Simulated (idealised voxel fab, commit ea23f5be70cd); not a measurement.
Title: Process Module voxel trench capacitor
Displayed cross-section: cut, width of 285 nm, square cells sized 5 nm.
Cross-section layout: square cells on a grid; listed as bands, top to bottom; a band spans one or more cell rows. The band entry comprises the height of the band's top followed by the height of its bottom, expressed in nm, and subsequently the band's materials from left to right, each stated together with its width in nm. Where a single material is marked with the word "throughout", that material fills the band from edge to edge. The word "empty" represents empty space. Below 0: as-received wafer, all one material; heights counted from there. Lowest band: no bottom, goes on down, written "z 0 and below". Width "30..40": first value at the band's top row of cells, second value at its bottom row, equal change from row to row. For the purposes of this document, the phrase "remained unchanged" attached to a step denotes that no cell within the cross-section was modified by that step. This entry, "Closed internal cavities", enumerates those empty regions of no fewer than 8 cells that possess no open connection to the top. Each region is reported in the form width x height at distance, the distance being taken from the left edge, with all three quantities expressed in nm. Step line, after settings: the simulator's comment on this step. overlay nm: for a step with a mask, the amount by which the mask lay right of where it was planned; a negative amount means left of it.
### Steps in the process plan
| 1 | RECEIVE, material Si |
| 2 | CONFORMAL_DEP, material SiN, thk nm 5 |
| 3 | MASKED_ETCH, tone open, mask id TRENCH, width nm 25, pitch nm 40, etch materials SiN, depth nm 5, overlay nm 0 |
| 4 | MASKED_ETCH, tone open, mask id TRENCH, width nm 25, pitch nm 40, etch materials Si, depth nm 35, overlay nm 0 |
| 5 | CONFORMAL_DEP, material Al2O3, thk nm 5 |
| 6 | CONFORMAL_DEP, material TiN, thk nm 5 |
| 7 | FILL_DEP, material W, thk nm 10 |
| 8 | CMP, height nm 5 |
For this document, wafers share an identical start and vary in the step 6 thk nm; the plan quotes the first wafer's value.
### This is how the first of several wafers looked in cross-section when it arrived, which is after step 1
- z 0 and below | Si throughout
- Closed internal cavities: none
### Post step 8, the closing step of the module: first of several wafers, cross-sectioned
- z 5 to 0 | SiN: 70  Al2O3: 5  TiN: 5  W: 5  TiN: 5  Al2O3: 5  SiN: 15  Al2O3: 5  TiN: 5  W: 5  TiN: 5  Al2O3: 5  SiN: 15  Al2O3: 5  TiN: 5  W: 5  TiN: 5  Al2O3: 5  SiN: 15  Al2O3: 5  TiN: 5  W: 5  TiN: 5  Al2O3: 5  SiN: 70
- z 0 to -25 | Si: 70  Al2O3: 5  TiN: 5  W: 5  TiN: 5  Al2O3: 5  Si: 15  Al2O3: 5  TiN: 5  W: 5  TiN: 5  Al2O3: 5  Si: 15  Al2O3: 5  TiN: 5  W: 5  TiN: 5  Al2O3: 5  Si: 15  Al2O3: 5  TiN: 5  W: 5  TiN: 5  Al2O3: 5  Si: 70
- z -25 to -30 | Si: 70  Al2O3: 5  TiN: 15  Al2O3: 5  Si: 15  Al2O3: 5  TiN: 15  Al2O3: 5  Si: 15  Al2O3: 5  TiN: 15  Al2O3: 5  Si: 15  Al2O3: 5  TiN: 15  Al2O3: 5  Si: 70
- z -30 to -35 | Si: 70  Al2O3: 25  Si: 15  Al2O3: 25  Si: 15  Al2O3: 25  Si: 15  Al2O3: 25  Si: 70
- z -35 and below | Si throughout
- Closed internal cavities: none
### Here we cross-sectioned the last of the wafers once the module was done
- z 5 to 0 | SiN: 70  Al2O3: 5  TiN: 15  Al2O3: 5  SiN: 15  Al2O3: 5  TiN: 15  Al2O3: 5  SiN: 15  Al2O3: 5  TiN: 15  Al2O3: 5  SiN: 15  Al2O3: 5  TiN: 15  Al2O3: 5  SiN: 70
- z 0 to -30 | Si: 70  Al2O3: 5  TiN: 15  Al2O3: 5  Si: 15  Al2O3: 5  TiN: 15  Al2O3: 5  Si: 15  Al2O3: 5  TiN: 15  Al2O3: 5  Si: 15  Al2O3: 5  TiN: 15  Al2O3: 5  Si: 70
- z -30 to -35 | Si: 70  Al2O3: 25  Si: 15  Al2O3: 25  Si: 15  Al2O3: 25  Si: 15  Al2O3: 25  Si: 70
- z -35 and below | Si throughout
- Closed internal cavities: none
### Below, a row for every wafer. Read it as the end-of-module picture: for each material the wafer shows its cells gained (+) or lost (-) since it was received, and then its closed voids
thk nm 5, +76 Al2O3, -140 Si, +37 SiN, +60 TiN, +24 W, Closed internal cavities: none
thk nm 10, +76 Al2O3, -140 Si, +37 SiN, +84 TiN, Closed internal cavities: none
thk nm 15, +76 Al2O3, -140 Si, +37 SiN, +84 TiN, Closed internal cavities: none
thk nm 20, +76 Al2O3, -140 Si, +37 SiN, +84 TiN, Closed internal cavities: none
